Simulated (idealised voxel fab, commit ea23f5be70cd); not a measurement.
process module | voxel released beams
cross-section cut | 270 nm wide | cells 5 nm
A cross-section is a grid of square cells, given in bands from the top down. A band is one or more rows of cells.
Each band's line starts with the height of the band's top and of its bottom, in nm. Then come its materials from left to right, each with its width in nm. One material with "throughout" fills the band from edge to edge. "air" is empty space.
Height 0 is the level under which the wafer as received is all one material. The lowest band goes on downwards, as in "0 down".
A width such as "30 to 40" changes by the same amount from each row of cells to the next, from the band's top row to its bottom row.
"no change" after a step means that no cell of the cross-section changed.
closed voids: empty space of 8 cells or more with no open way to the top, each as width x height at its distance from the left edge, in nm
after a step's settings: what the simulator itself notes on the step
overlay nm, on a step with a mask: how far to the right of its planned place the mask lay; to the left if negative
plan
1 op RECEIVE | material Si
2 op CONFORMAL_DEP | material SiN | thk nm 10
3 op DIRECTIONAL_DEP | material SiO2 | thk nm 20
4 op MASKED_ETCH | tone open | mask id ANCHOR | width nm 30 | etch materials SiO2 | depth nm 20 | overlay nm 0
5 op CONFORMAL_DEP | material polySi | thk nm 10
6 op DIRECTIONAL_DEP | material aC | thk nm 10
7 op PATTERN | tone cover | mask id BEAM | material resist | width nm 90 | thk nm 25 | overlay nm 0
8 op DIRECTIONAL_ETCH | etch materials aC | depth nm 10
9 op STRIP | etch materials resist
10 op DIRECTIONAL_ETCH | etch materials polySi | depth nm 10
11 op STRIP | etch materials aC
12 op STRIP | etch materials SiO2
as received, after step 1
  0 down: Si throughout
  closed voids: none
first wafer at the end, as planned
  40 to 30: air 85 | polySi 15 | air 10 | polySi 65 | air 95
  30 to 20: air 90 | polySi 10 | air 10 | polySi 10 | air 150
  20 to 10: air 90 | polySi 30 | air 150
  10 to 0: SiN throughout
  0 down: Si throughout
  closed voids: none
second wafer at the end: like start, like plan, one mistake
  40 to 30: air 85 | polySi 45 | air 140
  30 to 20: air 80 | polySi 10 | SiO2 30 | polySi 10 | air 140
  20 to 10: air 80 | polySi 10 | SiO2 30 | polySi 55 | air 95
  10 to 0: SiN throughout
  0 down: Si throughout
  closed voids: none
what went wrong: step 4 ran as: op MASKED_ETCH | tone cover | mask id ANCHOR | width nm 30 | etch materials SiO2 | depth nm 20 | overlay nm 0
at the end the second wafer has, in cells: 24 more of SiO2
